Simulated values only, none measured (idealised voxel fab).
The process module presented herein is designated voxel self aligned vias.
Cross-section cut: width 160 nm, square cells of 5 nm.
A cross-section is a grid of square cells, given in bands from the top down. A band is one or more rows of cells. The entry gives the band's vertical extent as a top height and a bottom height in nm, then its horizontal make-up as materials from left to right, each with a width in nm. "blank" stands for empty space; a single material marked "full width" fills the band edge to edge. It should be noted that heights are counted from 0, beneath which the wafer as supplied is of one material throughout, and that the lowest band possesses no lower boundary but continues downward, as written in "z 0 and below". Per-row width for "30 to 40": begins at first number (top row of band), ends at second number (bottom row), increment between rows held constant. Step marked "no change"? Then no cell in the cross-section changed in it. If an empty space has no open way to the top and is at least 8 cells in size, "Closed internal cavities" lists it, written width x height at distance, where distance is measured from the left edge and every value is in nm. Heads up: the bit after the settings on a step's line is the simulator's remark on that step. The "overlay nm" setting may appear on a step's line; for a step that uses a mask, it gives how far to the right of its planned position the mask lay, and a negative value indicates the left.
-- The following list gives the planned process steps
step 1: RECEIVE with material Si
step 2: CONFORMAL_DEP with material SiO2, thk nm 15
step 3: CONFORMAL_DEP with material SiCN, thk nm 5
step 4: DIRECTIONAL_DEP with material SiO2, thk nm 30
step 5: DIRECTIONAL_DEP with material aC, thk nm 10
step 6: PATTERN with tone open, mask id LINES, material resist, width nm 20, pitch nm 55, thk nm 25, overlay nm 0
step 7: DIRECTIONAL_ETCH with etch materials aC, depth nm 10
step 8: STRIP with etch materials resist
step 9: DIRECTIONAL_ETCH with etch materials SiO2, depth nm 30
step 10: STRIP with etch materials aC
step 11: CONFORMAL_DEP with material TiN, thk nm 5
step 12: FILL_DEP with material Ru, thk nm 10
step 13: CMP with height nm 50
step 14: SELECTIVE_ETCH with etch materials W Ru TiN, depth nm 10
step 15: FILL_DEP with material SiN, thk nm 10
step 16: CMP with height nm 50
step 17: DIRECTIONAL_DEP with material SiO2, thk nm 20
step 18: PATTERN with tone open, mask id VIAS, material resist, width nm 30, thk nm 20, overlay nm 0
step 19: DIRECTIONAL_ETCH with etch materials SiO2, depth nm 20
step 20: DIRECTIONAL_ETCH with etch materials SiN, depth nm 10
step 21: STRIP with etch materials resist
step 22: CONFORMAL_DEP with material TiN, thk nm 5
step 23: FILL_DEP with material Cu, thk nm 5
step 24: CMP with height nm 70
step 25: CONFORMAL_DEP with material SiN, thk nm 5
-- as received, after step 1
    z 0 and below | Si full width
    Closed internal cavities: none
-- The plan above was carried out on the starting structure above with one mistake, and this cross-section shows the wafer at the end of the module
    z 75 to 70 | SiN full width
    z 70 to 55 | SiO2 35 nm; TiN 5 nm; Cu 20 nm; TiN 5 nm; SiO2 95 nm
    z 55 to 50 | SiO2 35 nm; TiN 10 nm; Cu 15 nm; TiN 5 nm; SiO2 95 nm
    z 50 to 45 | SiO2 40 nm; TiN 5 nm; Cu 15 nm; TiN 5 nm; SiO2 30 nm; SiN 25 nm; SiO2 40 nm
    z 45 to 40 | SiO2 40 nm; TiN 25 nm; SiO2 30 nm; SiN 25 nm; SiO2 40 nm
    z 40 to 25 | SiO2 40 nm; TiN 5 nm; Ru 15 nm; TiN 5 nm; SiO2 30 nm; TiN 5 nm; Ru 15 nm; TiN 5 nm; SiO2 40 nm
    z 25 to 20 | SiO2 40 nm; TiN 25 nm; SiO2 30 nm; TiN 25 nm; SiO2 40 nm
    z 20 to 15 | SiCN full width
    z 15 to 0 | SiO2 full width
    z 0 and below | Si full width
    Closed internal cavities: none
Which mistake was made when the wafer was run? planned and actual differ for step 6; actual: PATTERN with tone open, mask id LINES, material resist, width nm 25, pitch nm 55, thk nm 25, overlay nm 0
